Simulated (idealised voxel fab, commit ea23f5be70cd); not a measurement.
The document below concerns the process module designated voxel wiring stack.
For reference, the cross-section in this document is cut, with width 240 nm and square cells of 5 nm.
A cross-section is written here as square cells arranged in a grid, and it is given in bands from the top down, each band taking up one or more rows of cells. Read a band's entry like this: the first values are the height of its top and the height of its bottom in nm, and what follows is the sequence of materials from left to right, each with its width in nm. Note that "blank" is empty space, and that a single material marked "edge to edge" reaches across the band from edge to edge. Beneath 0, the wafer as received is one material, and that level is where height counting begins. The lowest band goes on downward without a bottom; it is written like "0 down". The notation "30 to 40" denotes a width that varies across the rows of cells in the band, beginning at the first number in the top row, finishing at the second number in the bottom row, and changing by an identical amount from each row to the next. You'll sometimes find "no alteration" written for a step, and that's the way of saying that nowhere in the cross-section did a cell change during that step. "Closed void list" contains a list of empty spaces, each no smaller than 8 cells and without an open way to the top, written in the form width x height at distance with the distance from the left edge and all three in nm. That trailing text on a step's line, after the settings, is the simulator's own remark on the step. A step line may carry the setting "overlay nm", which, for steps involving a mask, states the distance by which the mask lay to the right of its intended position; negative values denote displacement to the left.

PROCESS STEPS (PLANNED)
1) RECEIVE (material Si)
2) CONFORMAL_DEP (material SiO2; thk nm 10)
3) CONFORMAL_DEP (material SiN; thk nm 5)
4) DIRECTIONAL_DEP (material lowk; thk nm 15)
5) DIRECTIONAL_DEP (material aC; thk nm 15)
6) PATTERN (tone open; mask id METAL_1; material resist; width nm 30; pitch nm 45; thk nm 35; overlay nm 0)
7) DIRECTIONAL_ETCH (etch materials aC; depth nm 15)
8) STRIP (etch materials resist)
9) DIRECTIONAL_ETCH (etch materials lowk; depth nm 15)
10) DIRECTIONAL_ETCH (etch materials SiN; depth nm 5)
11) STRIP (etch materials aC)
12) CONFORMAL_DEP (material TiN; thk nm 5)
13) FILL_DEP (material W; thk nm 10)
14) CMP (height nm 30)
15) EPI (material Ru; thk nm 5)
16) FILL_DEP (material SiCN; thk nm 5)
17) DIRECTIONAL_DEP (material SiO2; thk nm 10)
18) DIRECTIONAL_DEP (material aC; thk nm 15)
19) PATTERN (tone open; mask id PLUG_1; material resist; width nm 15; pitch nm 45; thk nm 30; overlay nm 0)
20) DIRECTIONAL_ETCH (etch materials aC; depth nm 15)
21) STRIP (etch materials resist)
22) DIRECTIONAL_ETCH (etch materials SiO2; depth nm 10)
23) DIRECTIONAL_ETCH (etch materials SiCN; depth nm 5)
24) STRIP (etch materials aC)
25) EPI (material Ru; thk nm 10)
26) EPI (material Ru; thk nm 5)
27) CONFORMAL_DEP (material SiN; thk nm 5)
28) DIRECTIONAL_DEP (material lowk; thk nm 25)
29) DIRECTIONAL_DEP (material aC; thk nm 10)
30) PATTERN (tone open; mask id METAL_2; material resist; width nm 20; pitch nm 45; thk nm 25; overlay nm 0)
31) DIRECTIONAL_ETCH (etch materials aC; depth nm 10)
32) STRIP (etch materials resist)
33) DIRECTIONAL_ETCH (etch materials lowk; depth nm 25)
34) DIRECTIONAL_ETCH (etch materials SiN; depth nm 5)
35) STRIP (etch materials aC)
36) CONFORMAL_DEP (material TiN; thk nm 5)
37) FILL_DEP (material W; thk nm 10)
38) CMP (height nm 80)
39) CONFORMAL_DEP (material SiCN; thk nm 5)
Wafer-to-wafer difference: width nm, step 30. Common start. Plan = first wafer's value.

CROSS-SECTION OF THE FIRST OF SEVERAL RECEIVED WAFERS, SHOWING ITS STATE AFTER STEP 1
	0 down  Si edge to edge
	Closed void list: none

PER WAFER (ROW), END OF MODULE: DELTA IN CELLS PER MATERIAL SINCE RECEIPT, (+) FOR GAINED, (-) FOR LOST; CLOSED VOIDS AFTER THAT
width nm 20; +34 Ru; +122 SiCN; +76 SiN; +180 SiO2; +52 TiN; +44 W; +308 lowk; Closed void list: none
width nm 25; +34 Ru; +122 SiCN; +74 SiN; +180 SiO2; +54 TiN; +54 W; +298 lowk; Closed void list: none
width nm 30; +34 Ru; +122 SiCN; +72 SiN; +180 SiO2; +56 TiN; +64 W; +288 lowk; Closed void list: none
